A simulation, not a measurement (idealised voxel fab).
process module | voxel gate over fins
cross-section cut | 265 nm wide | cells 5 nm
A cross-section is a grid of square cells, given in bands from the top down. A band is one or more rows of cells.
Each band's line starts with the height of the band's top and of its bottom, in nm. Then come its materials from left to right, each with its width in nm. One material with "throughout" fills the band from edge to edge. "air" is empty space.
Height 0 is the level under which the wafer as received is all one material. The lowest band goes on downwards, as in "0 down".
A width such as "30 to 40" changes by the same amount from each row of cells to the next, from the band's top row to its bottom row.
"no change" after a step means that no cell of the cross-section changed.
closed voids: empty space of 8 cells or more with no open way to the top, each as width x height at its distance from the left edge, in nm
after a step's settings: what the simulator itself notes on the step
overlay nm, on a step with a mask: how far to the right of its planned place the mask lay; to the left if negative
plan
1 op RECEIVE | material Si
2 op CONFORMAL_DEP | material SiN | thk nm 5
3 op DIRECTIONAL_DEP | material aC | thk nm 10
4 op PATTERN | tone cover | mask id FINS | material resist | width nm 15 | pitch nm 40 | thk nm 30 | overlay nm 0
5 op DIRECTIONAL_ETCH | etch materials aC | depth nm 10
6 op STRIP | etch materials resist
7 op DIRECTIONAL_ETCH | etch materials SiN | depth nm 5
8 op DIRECTIONAL_ETCH | etch materials Si | depth nm 30
9 op STRIP | etch materials aC
10 op OXIDIZE | depth nm 5
11 op FILL_DEP | material SiO2 | thk nm 15
12 op CMP | height nm 5
13 op SELECTIVE_ETCH | etch materials SiO2 | depth nm 20
14 op STRIP | etch materials SiN
15 op CONFORMAL_DEP | material HfO2 | thk nm 5
16 op CONFORMAL_DEP | material TiN | thk nm 5
17 op FILL_DEP | material W | thk nm 15
18 op CMP | height nm 20
19 op CONFORMAL_DEP | material SiN | thk nm 10
first wafer, as planned
as received, after step 1
  0 down: Si throughout
  closed voids: none
after step 2
  5 to 0: SiN throughout
  below 0: unchanged
after step 3
  15 to 5: aC throughout
  below 5: unchanged
after step 4
  45 to 15: air 105 | resist 15 | air 25 | resist 15 | air 105
  below 15: unchanged
after step 5
  35 to 15: air 105 | resist 15 | air 25 | resist 15 | air 105
  15 to 5: air 105 | aC 15 | air 25 | aC 15 | air 105
  below 5: unchanged
after step 6
  15 to 5: air 105 | aC 15 | air 25 | aC 15 | air 105
  below 5: unchanged
after step 7
  15 to 5: air 105 | aC 15 | air 25 | aC 15 | air 105
  5 to 0: air 105 | SiN 15 | air 25 | SiN 15 | air 105
  below 0: unchanged
after step 8
  15 to 5: air 105 | aC 15 | air 25 | aC 15 | air 105
  5 to 0: air 105 | SiN 15 | air 25 | SiN 15 | air 105
  0 to -30: air 105 | Si 15 | air 25 | Si 15 | air 105
  below -30: unchanged
after step 9
  5 to 0: air 105 | SiN 15 | air 25 | SiN 15 | air 105
  below 0: unchanged
after step 10
  5 to 0: air 105 | SiN 15 | air 25 | SiN 15 | air 105
  0 to -30: air 105 | SiO2 5 | Si 5 | SiO2 5 | air 25 | SiO2 5 | Si 5 | SiO2 5 | air 105
  -30 to -35: SiO2 110 | Si 5 | SiO2 35 | Si 5 | SiO2 110
  below -35: unchanged
after step 11
  20 to 5: SiO2 throughout
  5 to 0: SiO2 105 | SiN 15 | SiO2 25 | SiN 15 | SiO2 105
  0 to -35: SiO2 110 | Si 5 | SiO2 35 | Si 5 | SiO2 110
  below -35: unchanged
after step 12
  5 to 0: SiO2 105 | SiN 15 | SiO2 25 | SiN 15 | SiO2 105
  below 0: unchanged
after step 13
  5 to 0: air 105 | SiN 15 | air 25 | SiN 15 | air 105
  0 to -15: air 110 | Si 5 | air 35 | Si 5 | air 110
  below -15: unchanged
after step 14
  0 to -15: air 110 | Si 5 | air 35 | Si 5 | air 110
  below -15: unchanged
after step 15
  5 to 0: air 105 | HfO2 15 | air 25 | HfO2 15 | air 105
  0 to -10: air 105 | HfO2 5 | Si 5 | HfO2 5 | air 25 | HfO2 5 | Si 5 | HfO2 5 | air 105
  -10 to -15: HfO2 110 | Si 5 | HfO2 35 | Si 5 | HfO2 110
  below -15: unchanged
after step 16
  10 to 5: air 100 | TiN 25 | air 15 | TiN 25 | air 100
  5 to 0: air 100 | TiN 5 | HfO2 15 | TiN 5 | air 15 | TiN 5 | HfO2 15 | TiN 5 | air 100
  0 to -5: air 100 | TiN 5 | HfO2 5 | Si 5 | HfO2 5 | TiN 5 | air 15 | TiN 5 | HfO2 5 | Si 5 | HfO2 5 | TiN 5 | air 100
  -5 to -10: TiN 105 | HfO2 5 | Si 5 | HfO2 5 | TiN 25 | HfO2 5 | Si 5 | HfO2 5 | TiN 105
  below -10: unchanged
after step 17
  25 to 10: W throughout
  10 to 5: W 100 | TiN 25 | W 15 | TiN 25 | W 100
  5 to 0: W 100 | TiN 5 | HfO2 15 | TiN 5 | W 15 | TiN 5 | HfO2 15 | TiN 5 | W 100
  0 to -5: W 100 | TiN 5 | HfO2 5 | Si 5 | HfO2 5 | TiN 5 | W 15 | TiN 5 | HfO2 5 | Si 5 | HfO2 5 | TiN 5 | W 100
  below -5: unchanged
after step 18
  20 to 10: W throughout
  below 10: unchanged
after step 19
  30 to 20: SiN throughout
  below 20: unchanged
second wafer: like start, like plan, one mistake. Through step 10 it matches the first wafer
when step 11 should have ended
  20 to 0: SiN throughout
  0 to -30: SiN 105 | SiO2 5 | Si 5 | SiO2 5 | SiN 25 | SiO2 5 | Si 5 | SiO2 5 | SiN 105
  below -30: unchanged
when step 12 should have ended
  5 to 0: SiN throughout
  below 0: unchanged
when step 13 should have ended: no change
when step 14 should have ended
  0 to -30: air 105 | SiO2 5 | Si 5 | SiO2 5 | air 25 | SiO2 5 | Si 5 | SiO2 5 | air 105
  below -30: unchanged
when step 15 should have ended
  5 to 0: air 100 | HfO2 25 | air 15 | HfO2 25 | air 100
  0 to -25: air 100 | HfO2 5 | SiO2 5 | Si 5 | SiO2 5 | HfO2 5 | air 15 | HfO2 5 | SiO2 5 | Si 5 | SiO2 5 | HfO2 5 | air 100
  -25 to -30: HfO2 105 | SiO2 5 | Si 5 | SiO2 5 | HfO2 25 | SiO2 5 | Si 5 | SiO2 5 | HfO2 105
  below -30: unchanged
when step 16 should have ended
  10 to 5: air 95 | TiN 35 | air 5 | TiN 35 | air 95
  5 to 0: air 95 | TiN 5 | HfO2 25 | TiN 5 | air 5 | TiN 5 | HfO2 25 | TiN 5 | air 95
  0 to -20: air 95 | TiN 5 | HfO2 5 | SiO2 5 | Si 5 | SiO2 5 | HfO2 5 | TiN 5 | air 5 | TiN 5 | HfO2 5 | SiO2 5 | Si 5 | SiO2 5 | HfO2 5 | TiN 5 | air 95
  -20 to -25: TiN 100 | HfO2 5 | SiO2 5 | Si 5 | SiO2 5 | HfO2 5 | TiN 15 | HfO2 5 | SiO2 5 | Si 5 | SiO2 5 | HfO2 5 | TiN 100
  below -25: unchanged
when step 17 should have ended
  25 to 10: W throughout
  10 to 5: W 95 | TiN 35 | W 5 | TiN 35 | W 95
  5 to 0: W 95 | TiN 5 | HfO2 25 | TiN 5 | W 5 | TiN 5 | HfO2 25 | TiN 5 | W 95
  0 to -20: W 95 | TiN 5 | HfO2 5 | SiO2 5 | Si 5 | SiO2 5 | HfO2 5 | TiN 5 | W 5 | TiN 5 | HfO2 5 | SiO2 5 | Si 5 | SiO2 5 | HfO2 5 | TiN 5 | W 95
  below -20: unchanged
when step 18 should have ended
  20 to 10: W throughout
  below 10: unchanged
when step 19 should have ended
  30 to 20: SiN throughout
  below 20: unchanged
what went wrong: step 11 ran as: op FILL_DEP | material SiN | thk nm 15
at the end the second wafer has, in cells: 12 more of HfO2 | 129 fewer of SiO2 | 12 more of TiN | 105 more of W
